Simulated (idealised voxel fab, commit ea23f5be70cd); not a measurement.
Herein follows the process module entitled voxel gate over fins.
We display cut, a cross-section 180 nm in width whose square cells are each 5 nm.
Square cells in a grid make up a cross-section in this document, and the grid is given as bands, listed from the top down, each one or more rows of cells. Read a band's entry like this: the first values are the height of its top and the height of its bottom in nm, and what follows is the sequence of materials from left to right, each with its width in nm. Note that "blank" is empty space, and that a single material marked "throughout" reaches across the band from edge to edge. We count height from 0. Below that, the starting wafer is all one material. The lowest band never ends at the bottom but goes on down; see "0 and below" for how that is written. A width such as "30->40" changes by the same amount from each row of cells to the next, from the band's top row to its bottom row. No cell of the cross-section changed in a step that is given as "remains unaltered". The entry "Closed internal cavities" lists the empty spaces that cover at least 8 cells and have no open path to the top. Each is written as width x height at distance, where the distance is measured from the left edge and all three values are in nm. Step line, after settings: the simulator's comment on this step. overlay nm: step with mask; distance mask lay right of planned place; negative value = left of planned place.
### This section lists the process steps that were planned
1) RECEIVE, material Si
2) CONFORMAL_DEP, material SiN, thk nm 5
3) MASKED_ETCH, tone cover, mask id FINS, width nm 15, pitch nm 55, etch materials SiN, depth nm 5, overlay nm 0
4) MASKED_ETCH, tone cover, mask id FINS, width nm 15, pitch nm 55, etch materials Si, depth nm 25, overlay nm 0
5) FILL_DEP, material SiO2, thk nm 15
6) CMP, height nm 5
7) MASKED_ETCH, tone open, mask id RAIL, width nm 15, etch materials SiO2, depth nm 35, overlay nm 0
8) CONFORMAL_DEP, material TiN, thk nm 5
9) FILL_DEP, material Ru, thk nm 5
10) CMP, height nm 5
11) SELECTIVE_ETCH, etch materials W Ru TiN, depth nm 20
12) FILL_DEP, material SiO2, thk nm 5
13) CMP, height nm 5
14) SELECTIVE_ETCH, etch materials SiO2, depth nm 15
15) STRIP, etch materials SiN
16) CONFORMAL_DEP, material HfO2, thk nm 5
17) CONFORMAL_DEP, material TiN, thk nm 5
18) FILL_DEP, material W, thk nm 10
19) CMP, height nm 15
20) CONFORMAL_DEP, material SiCN, thk nm 10
What sets these wafers apart? The depth nm at step 4. They all start alike, and the plan carries the first wafer's value.
### First of several wafers, received after step 1, in cross-section
0 and below | Si throughout
Closed internal cavities: none
### First wafer of several, cross-section, module end, after step 20 (last)
25 down to 15 | SiCN throughout
15 down to 10 | W throughout
10 down to 5 | W=15; TiN=35; W=20; TiN=35; W=20; TiN=35; W=20
5 down to 0 | W=15; TiN=5; HfO2=25; TiN=5; W=20; TiN=5; HfO2=25; TiN=5; W=20; TiN=5; HfO2=25; TiN=5; W=20
0 down to -5 | TiN=20; HfO2=5; Si=15; HfO2=5; TiN=30; HfO2=5; Si=15; HfO2=5; TiN=30; HfO2=5; Si=15; HfO2=5; TiN=25
-5 down to -10 | HfO2=25; Si=15; HfO2=40; Si=15; HfO2=40; Si=15; HfO2=30
-10 down to -15 | SiO2=25; Si=15; SiO2=40; Si=15; SiO2=40; Si=15; SiO2=30
-15 down to -20 | SiO2=25; Si=15; SiO2=10; TiN=5; Ru=5; TiN=5; SiO2=15; Si=15; SiO2=40; Si=15; SiO2=30
-20 down to -25 | SiO2=25; Si=15; SiO2=10; TiN=15; SiO2=15; Si=15; SiO2=40; Si=15; SiO2=30
-25 and below | Si throughout
Closed internal cavities: none
### The last wafer as seen in cross-section at the end of the module
25 down to 15 | SiCN throughout
15 down to 10 | W throughout
10 down to 5 | W=15; TiN=35; W=20; TiN=35; W=20; TiN=35; W=20
5 down to 0 | W=15; TiN=5; HfO2=25; TiN=5; W=20; TiN=5; HfO2=25; TiN=5; W=20; TiN=5; HfO2=25; TiN=5; W=20
0 down to -5 | TiN=20; HfO2=5; Si=15; HfO2=5; TiN=30; HfO2=5; Si=15; HfO2=5; TiN=30; HfO2=5; Si=15; HfO2=5; TiN=25
-5 down to -10 | HfO2=25; Si=15; HfO2=40; Si=15; HfO2=40; Si=15; HfO2=30
-10 down to -15 | SiO2=25; Si=15; SiO2=40; Si=15; SiO2=40; Si=15; SiO2=30
-15 down to -25 | SiO2=25; Si=15; SiO2=10; TiN=5; Ru=5; TiN=5; SiO2=15; Si=15; SiO2=40; Si=15; SiO2=30
-25 down to -30 | SiO2=25; Si=15; SiO2=10; TiN=15; SiO2=15; Si=15; SiO2=40; Si=15; SiO2=30
-30 down to -50 | SiO2=25; Si=15; SiO2=40; Si=15; SiO2=40; Si=15; SiO2=30
-50 and below | Si throughout
Closed internal cavities: none
### Per-wafer rows below. For each material: cells gained (+) or lost (-) since the wafer was received, as of end of module. Then: closed voids
depth nm 25; +48 HfO2; +1 Ru; -135 Si; +72 SiCN; +75 SiO2; +53 TiN; +66 W; Closed internal cavities: none
depth nm 30; +48 HfO2; +2 Ru; -162 Si; +72 SiCN; +99 SiO2; +55 TiN; +66 W; Closed internal cavities: none
depth nm 35; +48 HfO2; +2 Ru; -189 Si; +72 SiCN; +126 SiO2; +55 TiN; +66 W; Closed internal cavities: none
depth nm 40; +48 HfO2; +2 Ru; -216 Si; +72 SiCN; +153 SiO2; +55 TiN; +66 W; Closed internal cavities: none
depth nm 45; +48 HfO2; +2 Ru; -243 Si; +72 SiCN; +180 SiO2; +55 TiN; +66 W; Closed internal cavities: none
depth nm 50; +48 HfO2; +2 Ru; -270 Si; +72 SiCN; +207 SiO2; +55 TiN; +66 W; Closed internal cavities: none
